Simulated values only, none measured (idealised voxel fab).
process module | voxel gate over fins
cross-section cut | 235 nm wide | cells 5 nm
A cross-section is a grid of square cells, given in bands from the top down. A band is one or more rows of cells.
Each band's line starts with the height of the band's top and of its bottom, in nm. Then come its materials from left to right, each with its width in nm. One material with "throughout" fills the band from edge to edge. "air" is empty space.
Height 0 is the level under which the wafer as received is all one material. The lowest band goes on downwards, as in "0 down".
A width such as "30 to 40" changes by the same amount from each row of cells to the next, from the band's top row to its bottom row.
"no change" after a step means that no cell of the cross-section changed.
closed voids: empty space of 8 cells or more with no open way to the top, each as width x height at its distance from the left edge, in nm
after a step's settings: what the simulator itself notes on the step
overlay nm, on a step with a mask: how far to the right of its planned place the mask lay; to the left if negative
plan
1 op RECEIVE | material Si
2 op CONFORMAL_DEP | material SiN | thk nm 5
3 op MASKED_ETCH | tone cover | mask id FINS | width nm 15 | pitch nm 50 | etch materials SiN | depth nm 5 | overlay nm 0
4 op MASKED_ETCH | tone cover | mask id FINS | width nm 15 | pitch nm 50 | etch materials Si | depth nm 35 | overlay nm 0
5 op FILL_DEP | material SiO2 | thk nm 10
6 op CMP | height nm 5
7 op DIRECTIONAL_DEP | material aC | thk nm 10
8 op PATTERN | tone open | mask id RAIL | material resist | width nm 15 | thk nm 30 | overlay nm 0
9 op DIRECTIONAL_ETCH | etch materials aC | depth nm 10
10 op STRIP | etch materials resist
11 op DIRECTIONAL_ETCH | etch materials SiO2 | depth nm 35
12 op STRIP | etch materials aC
13 op CONFORMAL_DEP | material TiN | thk nm 5
14 op FILL_DEP | material W | thk nm 10
15 op CMP | height nm 5
16 op SELECTIVE_ETCH | etch materials W Ru TiN | depth nm 20
17 op FILL_DEP | material SiO2 | thk nm 5
18 op CMP | height nm 5
19 op SELECTIVE_ETCH | etch materials SiO2 | depth nm 15
20 op STRIP | etch materials SiN
21 op CONFORMAL_DEP | material HfO2 | thk nm 5
22 op CONFORMAL_DEP | material TiN | thk nm 5
23 op CONFORMAL_DEP | material TiAl | thk nm 5
24 op CONFORMAL_DEP | material TiN | thk nm 5
25 op FILL_DEP | material W | thk nm 15
26 op CMP | height nm 30
27 op CONFORMAL_DEP | material SiCN | thk nm 5
varied across the wafers: thk nm of step 27. The plan shows the first wafer's value. All wafers start alike
first wafer as received, after step 1
  0 down: Si throughout
  closed voids: none
each wafer at the end: cells of each material gained (+) or lost (-) since it was received, then its closed voids
thk nm 5 | +63 HfO2 | -245 Si | +47 SiCN | +166 SiO2 | +63 TiAl | +127 TiN | +108 W | closed voids: none
thk nm 10 | +63 HfO2 | -245 Si | +94 SiCN | +166 SiO2 | +63 TiAl | +127 TiN | +108 W | closed voids: none
thk nm 15 | +63 HfO2 | -245 Si | +141 SiCN | +166 SiO2 | +63 TiAl | +127 TiN | +108 W | closed voids: none
thk nm 20 | +63 HfO2 | -245 Si | +188 SiCN | +166 SiO2 | +63 TiAl | +127 TiN | +108 W | closed voids: none
thk nm 25 | +63 HfO2 | -245 Si | +235 SiCN | +166 SiO2 | +63 TiAl | +127 TiN | +108 W | closed voids: none
